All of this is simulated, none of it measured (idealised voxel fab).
process module | voxel tone inversion
For reference, the cross-section in this document is cut, with width 185 nm and square cells of 5 nm.
Think of the cross-section as a grid of square cells. We describe it in bands, top to bottom, and each band covers one or more rows of those cells. In this notation a band is specified by the heights of its top and bottom, in that order and in nm, after which its materials appear from left to right, each paired with its width in nm. The word "edge to edge" attached to a single material means that material fills the band from edge to edge; the word "blank" stands for empty space. Heights are reckoned from 0. Under this level, the received wafer is all of one material. The bottommost band is open-ended downward, for example "from 0 down". So if you see something like "30->40" for the width, read it as the top row of the band sitting at the first number and the bottom row at the second, with every row in between moving by the same amount as the last. Reading "nothing different" for a step: not a cell of the cross-section changed in it. This entry, "Enclosed void listing", enumerates those empty regions of no fewer than 8 cells that possess no open connection to the top. Each region is reported in the form width x height at distance, the distance being taken from the left edge, with all three quantities expressed in nm. Past the settings on a step's line: simulator remark, on that step. Among the settings permitted on a step's line is "overlay nm"; applied to a step with a mask, it specifies the extent to which the mask lay to the right of its planned position, whereas a negative figure signifies a position to the left. Before/after cross-section pairs, one process step each; after shown to lowest changed band; step and settings beneath. Pairs may be from different runs of this module on the same starting wafer; a pair continues from the one above only where its "Pre-step section" entry says so.

# Pre-step section
from 0 down | Si edge to edge
Enclosed void listing: none

# Resultant Cross-Section
from 10 to 0 | SiCN edge to edge
Nothing below the height 0 has changed.
Enclosed void listing: none
Between the two cross-sections shown above lies CONFORMAL_DEP (material SiCN; thk nm 10)

Pre-step section: nothing new to draw here, it's the after view of the pair just above.

# Resultant Cross-Section
from 25 to 10 | aC edge to edge
Nothing below the height 10 has changed.
Enclosed void listing: none
Between the two cross-sections shown above lies DIRECTIONAL_DEP (material aC; thk nm 15)

Pre-step section: nothing new to draw here, it's the after view of the pair just above.

# Resultant Cross-Section
from 45 to 25 | blank 55, resist 20, blank 30, resist 20, blank 60
Nothing below the height 25 has changed.
Enclosed void listing: none
Between the two cross-sections shown above lies PATTERN (tone cover; mask id POSTS; material resist; width nm 20; pitch nm 50; thk nm 20; overlay nm 0)

Pre-step section: nothing new to draw here, it's the after view of the pair just above.

# Resultant Cross-Section
from 30 to 25 | blank 55, resist 20, blank 30, resist 20, blank 60
from 25 to 10 | blank 55, aC 20, blank 30, aC 20, blank 60
Nothing below the height 10 has changed.
Enclosed void listing: none
Between the two cross-sections shown above lies DIRECTIONAL_ETCH (etch materials aC; depth nm 15)

Pre-step section: nothing new to draw here, it's the after view of the pair just above.

# Resultant Cross-Section
from 25 to 10 | blank 55, aC 20, blank 30, aC 20, blank 60
Nothing below the height 10 has changed.
Enclosed void listing: none
Between the two cross-sections shown above lies STRIP (etch materials resist)

Pre-step section: nothing new to draw here, it's the after view of the pair just above.

# Resultant Cross-Section
from 35 to 25 | lowk edge to edge
from 25 to 10 | lowk 55, aC 20, lowk 30, aC 20, lowk 60
Nothing below the height 10 has changed.
Enclosed void listing: none
Between the two cross-sections shown above lies FILL_DEP (material lowk; thk nm 10)

Pre-step section: nothing new to draw here, it's the after view of the pair just above.

# Resultant Cross-Section
from 25 to 10 | lowk 55, aC 20, lowk 30, aC 20, lowk 60
Nothing below the height 10 has changed.
Enclosed void listing: none
Between the two cross-sections shown above lies CMP (height nm 25)

Pre-step section: nothing new to draw here, it's the after view of the pair just above.

# Resultant Cross-Section
from 25 to 10 | lowk 55, blank 20, lowk 30, blank 20, lowk 60
Nothing below the height 10 has changed.
Enclosed void listing: none
Between the two cross-sections shown above lies STRIP (etch materials aC)

Pre-step section: nothing new to draw here, it's the after view of the pair just above.

# Resultant Cross-Section
from 30 to 25 | TiN 60, blank 10, TiN 40, blank 10, TiN 65
from 25 to 15 | lowk 55, TiN 5, blank 10, TiN 5, lowk 30, TiN 5, blank 10, TiN 5, lowk 60
from 15 to 10 | lowk 55, TiN 20, lowk 30, TiN 20, lowk 60
Nothing below the height 10 has changed.
Enclosed void listing: none
Between the two cross-sections shown above lies CONFORMAL_DEP (material TiN; thk nm 5)

Pre-step section: nothing new to draw here, it's the after view of the pair just above.

# Resultant Cross-Section
from 35 to 30 | W edge to edge
from 30 to 25 | TiN 60, W 10, TiN 40, W 10, TiN 65
from 25 to 15 | lowk 55, TiN 5, W 10, TiN 5, lowk 30, TiN 5, W 10, TiN 5, lowk 60
Nothing below the height 15 has changed.
Enclosed void listing: none
Between the two cross-sections shown above lies FILL_DEP (material W; thk nm 5)

Pre-step section: nothing new to draw here, it's the after view of the pair just above.

# Resultant Cross-Section
from 25 to 15 | lowk 55, TiN 5, W 10, TiN 5, lowk 30, TiN 5, W 10, TiN 5, lowk 60
Nothing below the height 15 has changed.
Enclosed void listing: none
Between the two cross-sections shown above lies CMP (height nm 25)

Pre-step section: nothing new to draw here, it's the after view of the pair just above.

# Resultant Cross-Section
from 30 to 25 | SiCN edge to edge
Nothing below the height 25 has changed.
Enclosed void listing: none
Between the two cross-sections shown above lies CONFORMAL_DEP (material SiCN; thk nm 5)

# Pre-step section
from 0 down | Si edge to edge
Enclosed void listing: none

# Resultant Cross-Section
from 15 to 0 | aC edge to edge
Nothing below the height 0 has changed.
Enclosed void listing: none
Between the two cross-sections shown above lies DIRECTIONAL_DEP (material aC; thk nm 15)

Pre-step section: nothing new to draw here, it's the after view of the pair just above.

# Resultant Cross-Section
from 35 to 15 | blank 55, resist 20, blank 30, resist 20, blank 60
Nothing below the height 15 has changed.
Enclosed void listing: none
Between the two cross-sections shown above lies PATTERN (tone cover; mask id POSTS; material resist; width nm 20; pitch nm 50; thk nm 20; overlay nm 0)

Pre-step section: nothing new to draw here, it's the after view of the pair just above.

# Resultant Cross-Section
from 20 to 15 | blank 55, resist 20, blank 30, resist 20, blank 60
from 15 to 0 | blank 55, aC 20, blank 30, aC 20, blank 60
Nothing below the height 0 has changed.
Enclosed void listing: none
Between the two cross-sections shown above lies DIRECTIONAL_ETCH (etch materials aC; depth nm 15)

Pre-step section: nothing new to draw here, it's the after view of the pair just above.

# Resultant Cross-Section
from 15 to 0 | blank 55, aC 20, blank 30, aC 20, blank 60
Nothing below the height 0 has changed.
Enclosed void listing: none
Between the two cross-sections shown above lies STRIP (etch materials resist)

Pre-step section: nothing new to draw here, it's the after view of the pair just above.

# Resultant Cross-Section
from 25 to 15 | lowk edge to edge
from 15 to 0 | lowk 55, aC 20, lowk 30, aC 20, lowk 60
Nothing below the height 0 has changed.
Enclosed void listing: none
Between the two cross-sections shown above lies FILL_DEP (material lowk; thk nm 10)

Pre-step section: nothing new to draw here, it's the after view of the pair just above.

# Resultant Cross-Section
from 30 to 25 | TiN edge to edge
Nothing below the height 25 has changed.
Enclosed void listing: none
Between the two cross-sections shown above lies CONFORMAL_DEP (material TiN; thk nm 5)

Pre-step section: nothing new to draw here, it's the after view of the pair just above.

# Resultant Cross-Section
from 35 to 30 | W edge to edge
Nothing below the height 30 has changed.
Enclosed void listing: none
Between the two cross-sections shown above lies FILL_DEP (material W; thk nm 5)

Pre-step section: nothing new to draw here, it's the after view of the pair just above.

# Resultant Cross-Section
from 25 to 15 | lowk edge to edge
Nothing below the height 15 has changed.
Enclosed void listing: none
Between the two cross-sections shown above lies CMP (height nm 25)

Pre-step section: nothing new to draw here, it's the after view of the pair just above.

# Resultant Cross-Section
from 30 to 25 | SiCN edge to edge
Nothing below the height 25 has changed.
Enclosed void listing: none
Between the two cross-sections shown above lies CONFORMAL_DEP (material SiCN; thk nm 5)

# Pre-step section
from 15 to 0 | aC edge to edge
from 0 down | Si edge to edge
Enclosed void listing: none

# Resultant Cross-Section
from 25 to 15 | SiCN edge to edge
Nothing below the height 15 has changed.
Enclosed void listing: none
Between the two cross-sections shown above lies CONFORMAL_DEP (material SiCN; thk nm 10)

Pre-step section: nothing new to draw here, it's the after view of the pair just above.

# Resultant Cross-Section
from 45 to 25 | blank 55, resist 20, blank 30, resist 20, blank 60
Nothing below the height 25 has changed.
Enclosed void listing: none
Between the two cross-sections shown above lies PATTERN (tone cover; mask id POSTS; material resist; width nm 20; pitch nm 50; thk nm 20; overlay nm 0)

Pre-step section: nothing new to draw here, it's the after view of the pair just above.

# Resultant Cross-Section
from 30 to 25 | blank 55, resist 20, blank 30, resist 20, blank 60
Nothing below the height 25 has changed.
Enclosed void listing: none
Between the two cross-sections shown above lies DIRECTIONAL_ETCH (etch materials aC; depth nm 15)

Pre-step section: nothing new to draw here, it's the after view of the pair just above.

# Resultant Cross-Section
from 25 to 15 | SiCN edge to edge
Nothing below the height 15 has changed.
Enclosed void listing: none
Between the two cross-sections shown above lies STRIP (etch materials resist)

Pre-step section: nothing new to draw here, it's the after view of the pair just above.

# Resultant Cross-Section
from 35 to 25 | lowk edge to edge
Nothing below the height 25 has changed.
Enclosed void listing: none
Between the two cross-sections shown above lies FILL_DEP (material lowk; thk nm 10)

Pre-step section: nothing new to draw here, it's the after view of the pair just above.

# Resultant Cross-Section
from 25 to 15 | SiCN edge to edge
Nothing below the height 15 has changed.
Enclosed void listing: none
Between the two cross-sections shown above lies CMP (height nm 25)

Pre-step section: nothing new to draw here, it's the after view of the pair just above.

# Resultant Cross-Section
from 30 to 25 | TiN edge to edge
Nothing below the height 25 has changed.
Enclosed void listing: none
Between the two cross-sections shown above lies CONFORMAL_DEP (material TiN; thk nm 5)

Pre-step section: nothing new to draw here, it's the after view of the pair just above.

# Resultant Cross-Section
from 35 to 30 | W edge to edge
Nothing below the height 30 has changed.
Enclosed void listing: none
Between the two cross-sections shown above lies FILL_DEP (material W; thk nm 5)

Pre-step section: nothing new to draw here, it's the after view of the pair just above.

# Resultant Cross-Section
from 25 to 15 | SiCN edge to edge
Nothing below the height 15 has changed.
Enclosed void listing: none
Between the two cross-sections shown above lies CMP (height nm 25)

Pre-step section: nothing new to draw here, it's the after view of the pair just above.

# Resultant Cross-Section
from 30 to 15 | SiCN edge to edge
Nothing below the height 15 has changed.
Enclosed void listing: none
Between the two cross-sections shown above lies CONFORMAL_DEP (material SiCN; thk nm 5)

# Pre-step section
from 35 to 30 | W edge to edge
from 30 to 25 | TiN 60, W 10, TiN 40, W 10, TiN 65
from 25 to 15 | lowk 55, TiN 5, W 10, TiN 5, lowk 30, TiN 5, W 10, TiN 5, lowk 60
from 15 to 10 | lowk 55, TiN 20, lowk 30, TiN 20, lowk 60
from 10 to 0 | SiCN edge to edge
from 0 down | Si edge to edge
Enclosed void listing: none

# Resultant Cross-Section
from 15 to 10 | lowk 55, TiN 20, lowk 30, TiN 20, lowk 60
Nothing below the height 10 has changed.
Enclosed void listing: none
Between the two cross-sections shown above lies CMP (height nm 15)

Pre-step section: nothing new to draw here, it's the after view of the pair just above.

# Resultant Cross-Section
from 20 to 15 | SiCN edge to edge
Nothing below the height 15 has changed.
Enclosed void listing: none
Between the two cross-sections shown above lies CONFORMAL_DEP (material SiCN; thk nm 5)

# Pre-step section
from 25 to 10 | aC edge to edge
from 10 to 0 | SiCN edge to edge
from 0 down | Si edge to edge
Enclosed void listing: none

# Resultant Cross-Section
from 45 to 25 | blank 55, resist 25, blank 25, resist 25, blank 55
Nothing below the height 25 has changed.
Enclosed void listing: none
Between the two cross-sections shown above lies PATTERN (tone cover; mask id POSTS; material resist; width nm 25; pitch nm 50; thk nm 20; overlay nm 0)

Pre-step section: nothing new to draw here, it's the after view of the pair just above.

# Resultant Cross-Section
from 30 to 25 | blank 55, resist 25, blank 25, resist 25, blank 55
from 25 to 10 | blank 55, aC 25, blank 25, aC 25, blank 55
Nothing below the height 10 has changed.
Enclosed void listing: none
Between the two cross-sections shown above lies DIRECTIONAL_ETCH (etch materials aC; depth nm 15)

Pre-step section: nothing new to draw here, it's the after view of the pair just above.

# Resultant Cross-Section
from 25 to 10 | blank 55, aC 25, blank 25, aC 25, blank 55
Nothing below the height 10 has changed.
Enclosed void listing: none
Between the two cross-sections shown above lies STRIP (etch materials resist)

Pre-step section: nothing new to draw here, it's the after view of the pair just above.

# Resultant Cross-Section
from 35 to 25 | lowk edge to edge
from 25 to 10 | lowk 55, aC 25, lowk 25, aC 25, lowk 55
Nothing below the height 10 has changed.
Enclosed void listing: none
Between the two cross-sections shown above lies FILL_DEP (material lowk; thk nm 10)

Pre-step section: nothing new to draw here, it's the after view of the pair just above.

# Resultant Cross-Section
from 25 to 10 | lowk 55, aC 25, lowk 25, aC 25, lowk 55
Nothing below the height 10 has changed.
Enclosed void listing: none
Between the two cross-sections shown above lies CMP (height nm 25)

Pre-step section: nothing new to draw here, it's the after view of the pair just above.

# Resultant Cross-Section
from 25 to 10 | lowk 55, blank 25, lowk 25, blank 25, lowk 55
Nothing below the height 10 has changed.
Enclosed void listing: none
Between the two cross-sections shown above lies STRIP (etch materials aC)

Pre-step section: nothing new to draw here, it's the after view of the pair just above.

# Resultant Cross-Section
from 30 to 25 | TiN 60, blank 15, TiN 35, blank 15, TiN 60
from 25 to 15 | lowk 55, TiN 5, blank 15, TiN 5, lowk 25, TiN 5, blank 15, TiN 5, lowk 55
from 15 to 10 | lowk 55, TiN 25, lowk 25, TiN 25, lowk 55
Nothing below the height 10 has changed.
Enclosed void listing: none
Between the two cross-sections shown above lies CONFORMAL_DEP (material TiN; thk nm 5)

Pre-step section: nothing new to draw here, it's the after view of the pair just above.

# Resultant Cross-Section
from 35 to 30 | W edge to edge
from 30 to 25 | TiN 60, W 15, TiN 35, W 15, TiN 60
from 25 to 15 | lowk 55, TiN 5, W 15, TiN 5, lowk 25, TiN 5, W 15, TiN 5, lowk 55
Nothing below the height 15 has changed.
Enclosed void listing: none
Between the two cross-sections shown above lies FILL_DEP (material W; thk nm 5)

Pre-step section: nothing new to draw here, it's the after view of the pair just above.

# Resultant Cross-Section
from 25 to 15 | lowk 55, TiN 5, W 15, TiN 5, lowk 25, TiN 5, W 15, TiN 5, lowk 55
Nothing below the height 15 has changed.
Enclosed void listing: none
Between the two cross-sections shown above lies CMP (height nm 25)

Pre-step section: nothing new to draw here, it's the after view of the pair just above.

# Resultant Cross-Section
from 30 to 25 | SiCN edge to edge
Nothing below the height 25 has changed.
Enclosed void listing: none
Between the two cross-sections shown above lies CONFORMAL_DEP (material SiCN; thk nm 5)

# Pre-step section
from 25 to 10 | aC edge to edge
from 10 to 0 | SiCN edge to edge
from 0 down | Si edge to edge
Enclosed void listing: none

# Resultant Cross-Section
from 45 to 25 | blank 65, resist 20, blank 30, resist 20, blank 50
Nothing below the height 25 has changed.
Enclosed void listing: none
Between the two cross-sections shown above lies PATTERN (tone cover; mask id POSTS; material resist; width nm 20; pitch nm 50; thk nm 20; overlay nm 10)

Pre-step section: nothing new to draw here, it's the after view of the pair just above.

# Resultant Cross-Section
from 30 to 25 | blank 65, resist 20, blank 30, resist 20, blank 50
from 25 to 10 | blank 65, aC 20, blank 30, aC 20, blank 50
Nothing below the height 10 has changed.
Enclosed void listing: none
Between the two cross-sections shown above lies DIRECTIONAL_ETCH (etch materials aC; depth nm 15)

Pre-step section: nothing new to draw here, it's the after view of the pair just above.

# Resultant Cross-Section
from 25 to 10 | blank 65, aC 20, blank 30, aC 20, blank 50
Nothing below the height 10 has changed.
Enclosed void listing: none
Between the two cross-sections shown above lies STRIP (etch materials resist)

Pre-step section: nothing new to draw here, it's the after view of the pair just above.

# Resultant Cross-Section
from 35 to 25 | lowk edge to edge
from 25 to 10 | lowk 65, aC 20, lowk 30, aC 20, lowk 50
Nothing below the height 10 has changed.
Enclosed void listing: none
Between the two cross-sections shown above lies FILL_DEP (material lowk; thk nm 10)

Pre-step section: nothing new to draw here, it's the after view of the pair just above.

# Resultant Cross-Section
from 25 to 10 | lowk 65, aC 20, lowk 30, aC 20, lowk 50
Nothing below the height 10 has changed.
Enclosed void listing: none
Between the two cross-sections shown above lies CMP (height nm 25)

Pre-step section: nothing new to draw here, it's the after view of the pair just above.

# Resultant Cross-Section
from 25 to 10 | lowk 65, blank 20, lowk 30, blank 20, lowk 50
Nothing below the height 10 has changed.
Enclosed void listing: none
Between the two cross-sections shown above lies STRIP (etch materials aC)

Pre-step section: nothing new to draw here, it's the after view of the pair just above.

# Resultant Cross-Section
from 30 to 25 | TiN 70, blank 10, TiN 40, blank 10, TiN 55
from 25 to 15 | lowk 65, TiN 5, blank 10, TiN 5, lowk 30, TiN 5, blank 10, TiN 5, lowk 50
from 15 to 10 | lowk 65, TiN 20, lowk 30, TiN 20, lowk 50
Nothing below the height 10 has changed.
Enclosed void listing: none
Between the two cross-sections shown above lies CONFORMAL_DEP (material TiN; thk nm 5)

Pre-step section: nothing new to draw here, it's the after view of the pair just above.

# Resultant Cross-Section
from 35 to 30 | W edge to edge
from 30 to 25 | TiN 70, W 10, TiN 40, W 10, TiN 55
from 25 to 15 | lowk 65, TiN 5, W 10, TiN 5, lowk 30, TiN 5, W 10, TiN 5, lowk 50
Nothing below the height 15 has changed.
Enclosed void listing: none
Between the two cross-sections shown above lies FILL_DEP (material W; thk nm 5)

Pre-step section: nothing new to draw here, it's the after view of the pair just above.

# Resultant Cross-Section
from 25 to 15 | lowk 65, TiN 5, W 10, TiN 5, lowk 30, TiN 5, W 10, TiN 5, lowk 50
Nothing below the height 15 has changed.
Enclosed void listing: none
Between the two cross-sections shown above lies CMP (height nm 25)

Pre-step section: nothing new to draw here, it's the after view of the pair just above.

# Resultant Cross-Section
from 30 to 25 | SiCN edge to edge
Nothing below the height 25 has changed.
Enclosed void listing: none
Between the two cross-sections shown above lies CONFORMAL_DEP (material SiCN; thk nm 5)

# Pre-step section
from 10 to 0 | SiCN edge to edge
from 0 down | Si edge to edge
Enclosed void listing: none

# Resultant Cross-Section
from 25 to 10 | TiN edge to edge
Nothing below the height 10 has changed.
Enclosed void listing: none
Between the two cross-sections shown above lies DIRECTIONAL_DEP (material TiN; thk nm 15)

Pre-step section: nothing new to draw here, it's the after view of the pair just above.

# Resultant Cross-Section
from 45 to 25 | blank 55, resist 20, blank 30, resist 20, blank 60
Nothing below the height 25 has changed.
Enclosed void listing: none
Between the two cross-sections shown above lies PATTERN (tone cover; mask id POSTS; material resist; width nm 20; pitch nm 50; thk nm 20; overlay nm 0)

Pre-step section: nothing new to draw here, it's the after view of the pair just above.

# Resultant Cross-Section
from 30 to 25 | blank 55, resist 20, blank 30, resist 20, blank 60
Nothing below the height 25 has changed.
Enclosed void listing: none
Between the two cross-sections shown above lies DIRECTIONAL_ETCH (etch materials aC; depth nm 15)

Pre-step section: nothing new to draw here, it's the after view of the pair just above.

# Resultant Cross-Section
from 25 to 10 | TiN edge to edge
Nothing below the height 10 has changed.
Enclosed void listing: none
Between the two cross-sections shown above lies STRIP (etch materials resist)

Pre-step section: nothing new to draw here, it's the after view of the pair just above.

# Resultant Cross-Section
from 35 to 25 | lowk edge to edge
Nothing below the height 25 has changed.
Enclosed void listing: none
Between the two cross-sections shown above lies FILL_DEP (material lowk; thk nm 10)

Pre-step section: nothing new to draw here, it's the after view of the pair just above.

# Resultant Cross-Section
from 25 to 10 | TiN edge to edge
Nothing below the height 10 has changed.
Enclosed void listing: none
Between the two cross-sections shown above lies CMP (height nm 25)

Pre-step section: nothing new to draw here, it's the after view of the pair just above.

# Resultant Cross-Section
from 30 to 10 | TiN edge to edge
Nothing below the height 10 has changed.
Enclosed void listing: none
Between the two cross-sections shown above lies CONFORMAL_DEP (material TiN; thk nm 5)

Pre-step section: nothing new to draw here, it's the after view of the pair just above.

# Resultant Cross-Section
from 35 to 30 | W edge to edge
Nothing below the height 30 has changed.
Enclosed void listing: none
Between the two cross-sections shown above lies FILL_DEP (material W; thk nm 5)

Pre-step section: nothing new to draw here, it's the after view of the pair just above.

# Resultant Cross-Section
from 25 to 10 | TiN edge to edge
Nothing below the height 10 has changed.
Enclosed void listing: none
Between the two cross-sections shown above lies CMP (height nm 25)

Pre-step section: nothing new to draw here, it's the after view of the pair just above.

# Resultant Cross-Section
from 30 to 25 | SiCN edge to edge
Nothing below the height 25 has changed.
Enclosed void listing: none
Between the two cross-sections shown above lies CONFORMAL_DEP (material SiCN; thk nm 5)

# Pre-step section
from 25 to 10 | aC edge to edge
from 10 to 0 | SiCN edge to edge
from 0 down | Si edge to edge
Enclosed void listing: none

# Resultant Cross-Section
from 45 to 25 | resist 55, blank 20, resist 30, blank 20, resist 60
Nothing below the height 25 has changed.
Enclosed void listing: none
Between the two cross-sections shown above lies PATTERN (tone open; mask id POSTS; material resist; width nm 20; pitch nm 50; thk nm 20; overlay nm 0)

Pre-step section: nothing new to draw here, it's the after view of the pair just above.

# Resultant Cross-Section
from 30 to 25 | resist 55, blank 20, resist 30, blank 20, resist 60
from 25 to 10 | aC 55, blank 20, aC 30, blank 20, aC 60
Nothing below the height 10 has changed.
Enclosed void listing: none
Between the two cross-sections shown above lies DIRECTIONAL_ETCH (etch materials aC; depth nm 15)

Pre-step section: nothing new to draw here, it's the after view of the pair just above.

# Resultant Cross-Section
from 25 to 10 | aC 55, blank 20, aC 30, blank 20, aC 60
Nothing below the height 10 has changed.
Enclosed void listing: none
Between the two cross-sections shown above lies STRIP (etch materials resist)

Pre-step section: nothing new to draw here, it's the after view of the pair just above.

# Resultant Cross-Section
from 35 to 25 | lowk edge to edge
from 25 to 10 | aC 55, lowk 20, aC 30, lowk 20, aC 60
Nothing below the height 10 has changed.
Enclosed void listing: none
Between the two cross-sections shown above lies FILL_DEP (material lowk; thk nm 10)

Pre-step section: nothing new to draw here, it's the after view of the pair just above.

# Resultant Cross-Section
from 25 to 10 | aC 55, lowk 20, aC 30, lowk 20, aC 60
Nothing below the height 10 has changed.
Enclosed void listing: none
Between the two cross-sections shown above lies CMP (height nm 25)

Pre-step section: nothing new to draw here, it's the after view of the pair just above.

# Resultant Cross-Section
from 25 to 10 | blank 55, lowk 20, blank 30, lowk 20, blank 60
Nothing below the height 10 has changed.
Enclosed void listing: none
Between the two cross-sections shown above lies STRIP (etch materials aC)

Pre-step section: nothing new to draw here, it's the after view of the pair just above.

# Resultant Cross-Section
from 30 to 25 | blank 50, TiN 30, blank 20, TiN 30, blank 55
from 25 to 15 | blank 50, TiN 5, lowk 20, TiN 5, blank 20, TiN 5, lowk 20, TiN 5, blank 55
from 15 to 10 | TiN 55, lowk 20, TiN 30, lowk 20, TiN 60
Nothing below the height 10 has changed.
Enclosed void listing: none
Between the two cross-sections shown above lies CONFORMAL_DEP (material TiN; thk nm 5)

Pre-step section: nothing new to draw here, it's the after view of the pair just above.

# Resultant Cross-Section
from 35 to 30 | W edge to edge
from 30 to 25 | W 50, TiN 30, W 20, TiN 30, W 55
from 25 to 15 | W 50, TiN 5, lowk 20, TiN 5, W 20, TiN 5, lowk 20, TiN 5, W 55
Nothing below the height 15 has changed.
Enclosed void listing: none
Between the two cross-sections shown above lies FILL_DEP (material W; thk nm 5)

Pre-step section: nothing new to draw here, it's the after view of the pair just above.

# Resultant Cross-Section
from 25 to 15 | W 50, TiN 5, lowk 20, TiN 5, W 20, TiN 5, lowk 20, TiN 5, W 55
Nothing below the height 15 has changed.
Enclosed void listing: none
Between the two cross-sections shown above lies CMP (height nm 25)

Pre-step section: nothing new to draw here, it's the after view of the pair just above.

# Resultant Cross-Section
from 30 to 25 | SiCN edge to edge
Nothing below the height 25 has changed.
Enclosed void listing: none
Between the two cross-sections shown above lies CONFORMAL_DEP (material SiCN; thk nm 5)
